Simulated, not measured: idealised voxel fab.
The process module that follows is named voxel spacer lines.
It is cross-section cut that appears here, measuring 220 nm in width, its square cells being 5 nm in size.
Square cells in a grid make up a cross-section in this document, and the grid is given as bands, listed from the top down, each one or more rows of cells. The entry gives the band's vertical extent as a top height and a bottom height in nm, then its horizontal make-up as materials from left to right, each with a width in nm. "air" stands for empty space; a single material marked "all across" fills the band edge to edge. Height is counted from the level 0, under which the received wafer is composed throughout of one material. The lowest of the bands is not closed at the bottom but continues downward, in the notation "0 -> down". The two numbers in a width such as "30->40" mark its ends across the band: the first belongs to the top row of cells, the second to the bottom row, and from each row to the next the width moves by the same amount. Where a step carries "stayed the same", the cross-section came out of it unchanged, cell for cell. "Sealed void listing" - sealed voids, min. 8 cells, no opening to top; format: width x height at distance (distance from left edge; nm throughout). after a step's settings: what the simulator itself notes on the step. overlay nm: right-of-plan distance of the mask on a masked step; negative values mean left-of-plan.

This section lists the process steps that were planned
1) RECEIVE, material Si
2) CONFORMAL_DEP, material Al2O3, thk nm 10
3) DIRECTIONAL_DEP, material TiN, thk nm 10
4) DIRECTIONAL_DEP, material aC, thk nm 20
5) PATTERN, tone cover, mask id MANDREL, material resist, width nm 20, pitch nm 60, thk nm 30, overlay nm 0
6) DIRECTIONAL_ETCH, etch materials aC, depth nm 20
7) STRIP, etch materials resist
8) CONFORMAL_DEP, material SiN, thk nm 10
9) DIRECTIONAL_ETCH, etch materials SiN, depth nm 10
10) STRIP, etch materials aC
11) DIRECTIONAL_ETCH, etch materials TiN, depth nm 10
12) STRIP, etch materials SiN

Incoming wafer in cross-section (state: after step 1)
    0 -> down = Si all across
    Sealed void listing: none

End-of-module XS, first of two wafers, run as planned
    20 -> 10 = air 30 | TiN 10 | air 20 | TiN 10 | air 20 | TiN 10 | air 20 | TiN 10 | air 20 | TiN 10 | air 20 | TiN 10 | air 30
    10 -> 0 = Al2O3 all across
    0 -> down = Si all across
    Sealed void listing: none

Wafer two (of two), end-of-module cross-section: start = wafer one, plan = wafer one, one run mistake
    30 -> 10 = aC all across
    10 -> 0 = Al2O3 all across
    0 -> down = Si all across
    Sealed void listing: none
Finding, execution versus plan: the run placed steps 3 and 4 each in the position the plan gave to the other
Cell-count delta at end, second wafer over first, by material: TiN: 24 fewer | aC: 176 more
